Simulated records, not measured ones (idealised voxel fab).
The following process module bears the name voxel self aligned vias.
FYI the section here is cut, 265 nm wide, cells are 5 nm squares.
Reading order for cross-sections: top band down to bottom band. Underlying form: a grid of square cells. Band size: one or more rows of cells.
Heights first: top, then bottom, in nm. Then materials, left to right, each with a width in nm. "full width" on a single material: fills the band edge to edge. "blank": empty space.
It should be noted that heights are counted from 0, beneath which the wafer as supplied is of one material throughout, and that the lowest band possesses no lower boundary but continues downward, as written in "0 down".
Width spec "30->40" -> top row of cells at first value, bottom row at second value, equal per-row change in between.
"same as before", as given for a step, is the statement that not any cell of the cross-section underwent a change during that step.
closed voids: empty space of 8 cells or more with no open way to the top, each as width x height at its distance from the left edge, in nm
Read whatever lies past the settings on a step's line as the simulator's own remark about the step.
"overlay nm", when on a step's line for a step with a mask, measures how far to the right of its planned place the mask lay; a negative measure means to the left.
**Planned process steps**
1) RECEIVE,material Si
2) CONFORMAL_DEP,material SiO2,thk nm 15
3) CONFORMAL_DEP,material SiCN,thk nm 5
4) DIRECTIONAL_DEP,material SiO2,thk nm 30
5) MASKED_ETCH,tone open,mask id LINES,width nm 15,pitch nm 70,etch materials SiO2,depth nm 30,overlay nm 0
6) CONFORMAL_DEP,material TiN,thk nm 5
7) FILL_DEP,material W,thk nm 10
8) CMP,height nm 50
9) SELECTIVE_ETCH,etch materials W Ru TiN,depth nm 10
10) FILL_DEP,material SiN,thk nm 10
11) CMP,height nm 50
12) DIRECTIONAL_DEP,material SiO2,thk nm 15
13) DIRECTIONAL_DEP,material aC,thk nm 10
14) PATTERN,tone open,mask id VIAS,material resist,width nm 45,pitch nm 70,thk nm 25,overlay nm 0
15) DIRECTIONAL_ETCH,etch materials aC,depth nm 10
16) STRIP,etch materials resist
17) DIRECTIONAL_ETCH,etch materials SiO2,depth nm 15
18) DIRECTIONAL_ETCH,etch materials SiN,depth nm 10
19) STRIP,etch materials aC
20) CONFORMAL_DEP,material TiN,thk nm 5
21) FILL_DEP,material W,thk nm 10
22) CMP,height nm 65
23) CONFORMAL_DEP,material SiCN,thk nm 5
The wafers are alike at the start. At step 5, their width nm differs. The plan lists the first wafer's value.
**As-received cross-section, first of several wafers, post step 1**
	0 down = Si full width
	closed voids: none
**Cross-section of the first of several wafers, taken after step 23, where the module ends**
	70 to 65 = SiCN full width
	65 to 55 = 40 of SiO2, 5 of TiN, 35 of W, 5 of TiN, 25 of SiO2, 5 of TiN, 35 of W, 5 of TiN, 25 of SiO2, 5 of TiN, 35 of W, 5 of TiN, 40 of SiO2
	55 to 45 = 40->55 of SiO2, 20->5 of TiN, 5 of W, 20->5 of TiN, 25->55 of SiO2, 20->5 of TiN, 5 of W, 20->5 of TiN, 25->55 of SiO2, 20->5 of TiN, 5 of W, 20->5 of TiN, 40->55 of SiO2
	45 to 40 = 55 of SiO2, 15 of TiN, 55 of SiO2, 15 of TiN, 55 of SiO2, 15 of TiN, 55 of SiO2
	40 to 25 = 55 of SiO2, 5 of TiN, 5 of W, 5 of TiN, 55 of SiO2, 5 of TiN, 5 of W, 5 of TiN, 55 of SiO2, 5 of TiN, 5 of W, 5 of TiN, 55 of SiO2
	25 to 20 = 55 of SiO2, 15 of TiN, 55 of SiO2, 15 of TiN, 55 of SiO2, 15 of TiN, 55 of SiO2
	20 to 15 = SiCN full width
	15 to 0 = SiO2 full width
	0 down = Si full width
	closed voids: none
**So this is the cross-section on the last wafer at the end of the module**
	70 to 65 = SiCN full width
	65 to 55 = 40 of SiO2, 5 of TiN, 35 of W, 5 of TiN, 25 of SiO2, 5 of TiN, 35 of W, 5 of TiN, 25 of SiO2, 5 of TiN, 35 of W, 5 of TiN, 40 of SiO2
	55 to 45 = 40->45 of SiO2, 10->5 of TiN, 30 of W, 5 of TiN, 25->30 of SiO2, 10->5 of TiN, 30 of W, 5 of TiN, 25->30 of SiO2, 10->5 of TiN, 30 of W, 5 of TiN, 40 of SiO2
	45 to 40 = 45 of SiO2, 40 of TiN, 30 of SiO2, 40 of TiN, 30 of SiO2, 40 of TiN, 40 of SiO2
	40 to 25 = 45 of SiO2, 5 of TiN, 30 of W, 5 of TiN, 30 of SiO2, 5 of TiN, 30 of W, 5 of TiN, 30 of SiO2, 5 of TiN, 30 of W, 5 of TiN, 40 of SiO2
	25 to 20 = 45 of SiO2, 40 of TiN, 30 of SiO2, 40 of TiN, 30 of SiO2, 40 of TiN, 40 of SiO2
	20 to 15 = SiCN full width
	15 to 0 = SiO2 full width
	0 down = Si full width
	closed voids: none
**Per wafer, end of module: cells gained (+) or lost (-) per material since receipt, then closed voids**
width nm 15 | +106 SiCN | +501 SiO2 | +78 TiN | +57 W | closed voids: none
width nm 20 | +106 SiCN | +483 SiO2 | +81 TiN | +72 W | closed voids: none
width nm 25 | +106 SiCN | +465 SiO2 | +84 TiN | +87 W | closed voids: none
width nm 30 | +106 SiCN | +447 SiO2 | +87 TiN | +102 W | closed voids: none
width nm 35 | +106 SiCN | +429 SiO2 | +90 TiN | +117 W | closed voids: none
width nm 40 | +106 SiCN | +411 SiO2 | +93 TiN | +132 W | closed voids: none
